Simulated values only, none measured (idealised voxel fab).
process module | voxel capacitor over wiring
cross-section cut | 285 nm wide | cells 5 nm
A cross-section is a grid of square cells, given in bands from the top down. A band is one or more rows of cells.
Each band's line starts with the height of the band's top and of its bottom, in nm. Then come its materials from left to right, each with its width in nm. One material with "throughout" fills the band from edge to edge. "air" is empty space.
Height 0 is the level under which the wafer as received is all one material. The lowest band goes on downwards, as in "0 down".
A width such as "30 to 40" changes by the same amount from each row of cells to the next, from the band's top row to its bottom row.
"no change" after a step means that no cell of the cross-section changed.
closed voids: empty space of 8 cells or more with no open way to the top, each as width x height at its distance from the left edge, in nm
after a step's settings: what the simulator itself notes on the step
overlay nm, on a step with a mask: how far to the right of its planned place the mask lay; to the left if negative
plan
1 op RECEIVE | material Si
2 op CONFORMAL_DEP | material SiO2 | thk nm 15
3 op DIRECTIONAL_DEP | material TiN | thk nm 5
4 op DIRECTIONAL_DEP | material Ru | thk nm 20
5 op PATTERN | tone cover | mask id METAL_1 | material resist | width nm 30 | pitch nm 100 | thk nm 20 | overlay nm 0
6 op DIRECTIONAL_ETCH | etch materials Ru | depth nm 20
7 op DIRECTIONAL_ETCH | etch materials TiN | depth nm 5
8 op STRIP | etch materials resist
9 op FILL_DEP | material SiO2 | thk nm 10
10 op CMP | height nm 40
11 op CONFORMAL_DEP | material SiCN | thk nm 5
12 op DIRECTIONAL_DEP | material lowk | thk nm 15
13 op DIRECTIONAL_DEP | material aC | thk nm 15
14 op PATTERN | tone open | mask id PLUG_1 | material resist | width nm 15 | thk nm 30 | overlay nm 0
15 op DIRECTIONAL_ETCH | etch materials aC | depth nm 15
16 op STRIP | etch materials resist
17 op DIRECTIONAL_ETCH | etch materials lowk | depth nm 15
18 op DIRECTIONAL_ETCH | etch materials SiCN | depth nm 5
19 op STRIP | etch materials aC
20 op EPI | material Ru | thk nm 10
21 op EPI | material Ru | thk nm 10
22 op DIRECTIONAL_DEP | material TiN | thk nm 10
23 op DIRECTIONAL_DEP | material Al2O3 | thk nm 5
24 op DIRECTIONAL_DEP | material TiN | thk nm 5
25 op PATTERN | tone cover | mask id UPPER_PLATE | material resist | width nm 75 | thk nm 15 | overlay nm 0
26 op DIRECTIONAL_ETCH | etch materials TiN | depth nm 5
27 op DIRECTIONAL_ETCH | etch materials Al2O3 | depth nm 5
28 op STRIP | etch materials resist
29 op MASKED_ETCH | tone cover | mask id LOWER_PLATE | width nm 85 | etch materials TiN | depth nm 10 | overlay nm 0
30 op FILL_DEP | material SiO2 | thk nm 20
31 op CMP | height nm 95
32 op MASKED_ETCH | tone open | mask id PLUG_2 | width nm 15 | etch materials SiO2 | depth nm 15 | overlay nm 0
33 op CONFORMAL_DEP | material TiN | thk nm 5
34 op FILL_DEP | material Ru | thk nm 10
35 op CMP | height nm 95
36 op CONFORMAL_DEP | material SiN | thk nm 5
first wafer, as planned
as received, after step 1
  0 down: Si throughout
  closed voids: none
after step 2
  15 to 0: SiO2 throughout
  below 0: unchanged
after step 3
  20 to 15: TiN throughout
  below 15: unchanged
after step 4
  40 to 20: Ru throughout
  below 20: unchanged
after step 5
  60 to 40: air 75 | resist 30 | air 70 | resist 30 | air 80
  below 40: unchanged
after step 6
  60 to 40: air 75 | resist 30 | air 70 | resist 30 | air 80
  40 to 20: air 75 | Ru 30 | air 70 | Ru 30 | air 80
  below 20: unchanged
after step 7
  60 to 40: air 75 | resist 30 | air 70 | resist 30 | air 80
  40 to 20: air 75 | Ru 30 | air 70 | Ru 30 | air 80
  20 to 15: air 75 | TiN 30 | air 70 | TiN 30 | air 80
  below 15: unchanged
after step 8
  40 to 20: air 75 | Ru 30 | air 70 | Ru 30 | air 80
  below 20: unchanged
after step 9
  50 to 40: SiO2 throughout
  40 to 20: SiO2 75 | Ru 30 | SiO2 70 | Ru 30 | SiO2 80
  20 to 15: SiO2 75 | TiN 30 | SiO2 70 | TiN 30 | SiO2 80
  below 15: unchanged
after step 10
  40 to 20: SiO2 75 | Ru 30 | SiO2 70 | Ru 30 | SiO2 80
  below 20: unchanged
after step 11
  45 to 40: SiCN throughout
  below 40: unchanged
after step 12
  60 to 45: lowk throughout
  below 45: unchanged
after step 13
  75 to 60: aC throughout
  below 60: unchanged
after step 14
  105 to 75: resist 90 | air 15 | resist 180
  below 75: unchanged
after step 15
  90 to 75: resist 90 | air 15 | resist 180
  75 to 60: aC 90 | air 15 | aC 180
  below 60: unchanged
after step 16
  75 to 60: aC 90 | air 15 | aC 180
  below 60: unchanged
after step 17
  75 to 60: aC 90 | air 15 | aC 180
  60 to 45: lowk 90 | air 15 | lowk 180
  below 45: unchanged
after step 18
  75 to 60: aC 90 | air 15 | aC 180
  60 to 45: lowk 90 | air 15 | lowk 180
  45 to 40: SiCN 90 | air 15 | SiCN 180
  below 40: unchanged
after step 19
  60 to 45: lowk 90 | air 15 | lowk 180
  below 45: unchanged
after step 20
  60 to 50: lowk 90 | air 15 | lowk 180
  50 to 45: lowk 90 | Ru 15 | lowk 180
  45 to 40: SiCN 90 | Ru 15 | SiCN 180
  below 40: unchanged
after step 21
  60 to 45: lowk 90 | Ru 15 | lowk 180
  below 45: unchanged
after step 22
  70 to 60: TiN throughout
  below 60: unchanged
after step 23
  75 to 70: Al2O3 throughout
  below 70: unchanged
after step 24
  80 to 75: TiN throughout
  below 75: unchanged
after step 25
  95 to 80: air 90 | resist 75 | air 120
  below 80: unchanged
after step 26
  95 to 80: air 90 | resist 75 | air 120
  80 to 75: air 90 | TiN 75 | air 120
  below 75: unchanged
after step 27
  95 to 80: air 90 | resist 75 | air 120
  80 to 75: air 90 | TiN 75 | air 120
  75 to 70: air 90 | Al2O3 75 | air 120
  below 70: unchanged
after step 28
  80 to 75: air 90 | TiN 75 | air 120
  below 75: unchanged
after step 29
  80 to 75: air 90 | TiN 75 | air 120
  75 to 70: air 90 | Al2O3 75 | air 120
  70 to 60: air 85 | TiN 85 | air 115
  below 60: unchanged
after step 30
  100 to 80: SiO2 throughout
  80 to 75: SiO2 90 | TiN 75 | SiO2 120
  75 to 70: SiO2 90 | Al2O3 75 | SiO2 120
  70 to 60: SiO2 85 | TiN 85 | SiO2 115
  below 60: unchanged
after step 31
  95 to 80: SiO2 throughout
  below 80: unchanged
after step 32
  95 to 80: SiO2 100 | air 15 | SiO2 170
  below 80: unchanged
after step 33
  100 to 95: TiN 105 | air 5 | TiN 175
  95 to 85: SiO2 100 | TiN 5 | air 5 | TiN 5 | SiO2 170
  85 to 75: SiO2 100 to 90 | TiN 15 to 75 | SiO2 170 to 120
  below 75: unchanged
after step 34
  110 to 100: Ru throughout
  100 to 95: TiN 105 | Ru 5 | TiN 175
  95 to 85: SiO2 100 | TiN 5 | Ru 5 | TiN 5 | SiO2 170
  below 85: unchanged
after step 35
  95 to 85: SiO2 100 | TiN 5 | Ru 5 | TiN 5 | SiO2 170
  below 85: unchanged
after step 36
  100 to 95: SiN throughout
  below 95: unchanged
second wafer: like start, like plan, one mistake. Through step 24 it matches the first wafer
when step 25 should have ended
  95 to 80: air 90 | resist 80 | air 115
  below 80: unchanged
when step 26 should have ended
  95 to 80: air 90 | resist 80 | air 115
  80 to 75: air 90 | TiN 80 | air 115
  below 75: unchanged
when step 27 should have ended
  95 to 80: air 90 | resist 80 | air 115
  80 to 75: air 90 | TiN 80 | air 115
  75 to 70: air 90 | Al2O3 80 | air 115
  below 70: unchanged
when step 28 should have ended
  80 to 75: air 90 | TiN 80 | air 115
  below 75: unchanged
when step 29 should have ended
  80 to 75: air 90 | TiN 80 | air 115
  75 to 70: air 90 | Al2O3 80 | air 115
  70 to 60: air 85 | TiN 85 | air 115
  below 60: unchanged
when step 30 should have ended
  100 to 80: SiO2 throughout
  80 to 75: SiO2 90 | TiN 80 | SiO2 115
  75 to 70: SiO2 90 | Al2O3 80 | SiO2 115
  70 to 60: SiO2 85 | TiN 85 | SiO2 115
  below 60: unchanged
when step 31 should have ended
  95 to 80: SiO2 throughout
  below 80: unchanged
when step 32 should have ended
  95 to 80: SiO2 100 | air 15 | SiO2 170
  below 80: unchanged
when step 33 should have ended
  100 to 95: TiN 105 | air 5 | TiN 175
  95 to 85: SiO2 100 | TiN 5 | air 5 | TiN 5 | SiO2 170
  85 to 75: SiO2 100 to 90 | TiN 15 to 80 | SiO2 170 to 115
  below 75: unchanged
when step 34 should have ended
  110 to 100: Ru throughout
  100 to 95: TiN 105 | Ru 5 | TiN 175
  95 to 85: SiO2 100 | TiN 5 | Ru 5 | TiN 5 | SiO2 170
  below 85: unchanged
when step 35 should have ended
  95 to 85: SiO2 100 | TiN 5 | Ru 5 | TiN 5 | SiO2 170
  below 85: unchanged
when step 36 should have ended
  100 to 95: SiN throughout
  below 95: unchanged
what went wrong: step 25 ran as: op PATTERN | tone cover | mask id UPPER_PLATE | material resist | width nm 80 | thk nm 15 | overlay nm 0
at the end the second wafer has, in cells: 1 more of Al2O3 | 2 fewer of SiO2 | 1 more of TiN
